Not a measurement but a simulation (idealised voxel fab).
process module | voxel wiring stack
cross-section cut | 215 nm wide | cells 5 nm
A cross-section is a grid of square cells, given in bands from the top down. A band is one or more rows of cells.
Each band's line starts with the height of the band's top and of its bottom, in nm. Then come its materials from left to right, each with its width in nm. One material with "throughout" fills the band from edge to edge. "air" is empty space.
Height 0 is the level under which the wafer as received is all one material. The lowest band goes on downwards, as in "0 down".
A width such as "30 to 40" changes by the same amount from each row of cells to the next, from the band's top row to its bottom row.
"no change" after a step means that no cell of the cross-section changed.
closed voids: empty space of 8 cells or more with no open way to the top, each as width x height at its distance from the left edge, in nm
after a step's settings: what the simulator itself notes on the step
overlay nm, on a step with a mask: how far to the right of its planned place the mask lay; to the left if negative
plan
1 op RECEIVE | material Si
2 op CONFORMAL_DEP | material SiO2 | thk nm 15
3 op DIRECTIONAL_DEP | material TiN | thk nm 5
4 op DIRECTIONAL_DEP | material W | thk nm 25
5 op MASKED_ETCH | tone cover | mask id METAL_1 | width nm 15 | pitch nm 50 | etch materials W | depth nm 25 | overlay nm 0
6 op MASKED_ETCH | tone cover | mask id METAL_1 | width nm 25 | pitch nm 50 | etch materials TiN | depth nm 5 | overlay nm 0
7 op CONFORMAL_DEP | material SiCN | thk nm 5
8 op FILL_DEP | material lowk | thk nm 10
9 op CMP | height nm 45
10 op CONFORMAL_DEP | material SiCN | thk nm 5
11 op DIRECTIONAL_DEP | material lowk | thk nm 10
12 op DIRECTIONAL_DEP | material aC | thk nm 15
13 op PATTERN | tone open | mask id PLUG_1 | material resist | width nm 15 | pitch nm 50 | thk nm 35 | overlay nm 0
14 op DIRECTIONAL_ETCH | etch materials aC | depth nm 15
15 op STRIP | etch materials resist
16 op DIRECTIONAL_ETCH | etch materials lowk | depth nm 10
17 op DIRECTIONAL_ETCH | etch materials SiCN | depth nm 5
18 op STRIP | etch materials aC
19 op CONFORMAL_DEP | material TiN | thk nm 5
20 op FILL_DEP | material W | thk nm 5
21 op CMP | height nm 60
22 op DIRECTIONAL_DEP | material TiN | thk nm 5
23 op DIRECTIONAL_DEP | material W | thk nm 15
24 op MASKED_ETCH | tone cover | mask id METAL_2 | width nm 25 | pitch nm 50 | etch materials W | depth nm 15 | overlay nm 0
25 op MASKED_ETCH | tone cover | mask id METAL_2 | width nm 25 | pitch nm 50 | etch materials TiN | depth nm 5 | overlay nm 0
26 op CONFORMAL_DEP | material SiN | thk nm 5
27 op FILL_DEP | material SiO2 | thk nm 5
28 op CMP | height nm 80
29 op CONFORMAL_DEP | material SiCN | thk nm 5
30 op DIRECTIONAL_DEP | material SiO2 | thk nm 25
31 op DIRECTIONAL_DEP | material aC | thk nm 15
32 op PATTERN | tone open | mask id METAL_3 | material resist | width nm 25 | pitch nm 50 | thk nm 30 | overlay nm 0
33 op DIRECTIONAL_ETCH | etch materials aC | depth nm 15
34 op STRIP | etch materials resist
35 op DIRECTIONAL_ETCH | etch materials SiO2 | depth nm 15
36 op STRIP | etch materials aC
37 op PATTERN | tone open | mask id METAL_3_HOLES | material resist | width nm 15 | thk nm 20 | overlay nm 0
38 op DIRECTIONAL_ETCH | etch materials SiO2 | depth nm 10
39 op DIRECTIONAL_ETCH | etch materials SiCN | depth nm 5
40 op STRIP | etch materials resist
41 op CONFORMAL_DEP | material TiN | thk nm 5
42 op FILL_DEP | material Ru | thk nm 10
43 op CMP | height nm 110
44 op CONFORMAL_DEP | material SiN | thk nm 5
varied across the wafers: width nm of step 5. The plan shows the first wafer's value. All wafers start alike
first wafer as received, after step 1
  0 down: Si throughout
  closed voids: none
each wafer at the end: cells of each material gained (+) or lost (-) since it was received, then its closed voids
width nm 15 | +15 Ru | +134 SiCN | +88 SiN | +395 SiO2 | +58 TiN | +64 W | +235 lowk | closed voids: none
width nm 20 | +15 Ru | +132 SiCN | +88 SiN | +395 SiO2 | +58 TiN | +74 W | +227 lowk | closed voids: none
width nm 25 | +15 Ru | +130 SiCN | +88 SiN | +395 SiO2 | +58 TiN | +84 W | +219 lowk | closed voids: none
width nm 30 | +15 Ru | +128 SiCN | +88 SiN | +395 SiO2 | +60 TiN | +94 W | +209 lowk | closed voids: none
width nm 35 | +15 Ru | +126 SiCN | +88 SiN | +395 SiO2 | +62 TiN | +104 W | +199 lowk | closed voids: none
